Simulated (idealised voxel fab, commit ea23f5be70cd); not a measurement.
Process module in this document: voxel lift off
Cross-section cut: width 215 nm, square cells of 5 nm.
A cross-section in this document is a grid of square cells, and it is written down as bands, the top band listed before the ones below it; a band is made up of one or more rows of cells. It is stipulated that each band's entry specify, in nanometres, the height of the top of the band and then that of its bottom, followed by the materials of the band in left-to-right sequence, each together with its width in nanometres. A single material marked by the word "throughout" is understood to fill the band from edge to edge; the word "air" is understood to denote empty space. Note: height 0 marks the level under which the wafer is uniformly one material as received. Lowest band unbounded below, written "0 -> down". The expression "30->40" gives the width at the extremes of the band, the first number at its top row of cells and the second at its bottom row, with the width changing by equal amounts from each row to the next in between. "nothing got changed" (step): cross-section cells unchanged, all of them. You'll see "Voids lacking openings" listing empty spaces that have no way open to the top, as long as they're 8 cells or more; the notation is width x height at distance, where the distance is from the left edge, and all of it is in nm. The remark found on a step's line after its settings is issued by the simulator itself and pertains to that step. The setting "overlay nm" may be written on the line of a step. When the step uses a mask, the value reports how far to the right of the planned place the mask lay, and a negative value reports that it lay to the left.

## Steps planned for the process
1 RECEIVE | material Si
2 CONFORMAL_DEP | material Al2O3 | thk nm 5
3 PATTERN | tone open | mask id LINES | material resist | width nm 15 | pitch nm 45 | thk nm 20 | overlay nm 0
4 DIRECTIONAL_DEP | material Ru | thk nm 10
5 STRIP | etch materials resist
6 CONFORMAL_DEP | material SiCN | thk nm 10

## This is the cross-section of the wafer as we received it, i.e. after step 1
	0 -> down | Si throughout
	Voids lacking openings: none

## Here's the wafer cut in cross-section after the module, started and planned just like above, except one thing was done wrong in the run
	15 -> 5 | SiCN throughout
	5 -> 0 | Al2O3 throughout
	0 -> down | Si throughout
	Voids lacking openings: none
What went wrong in running the wafer? step 4 of the plan got skipped, so it never ran
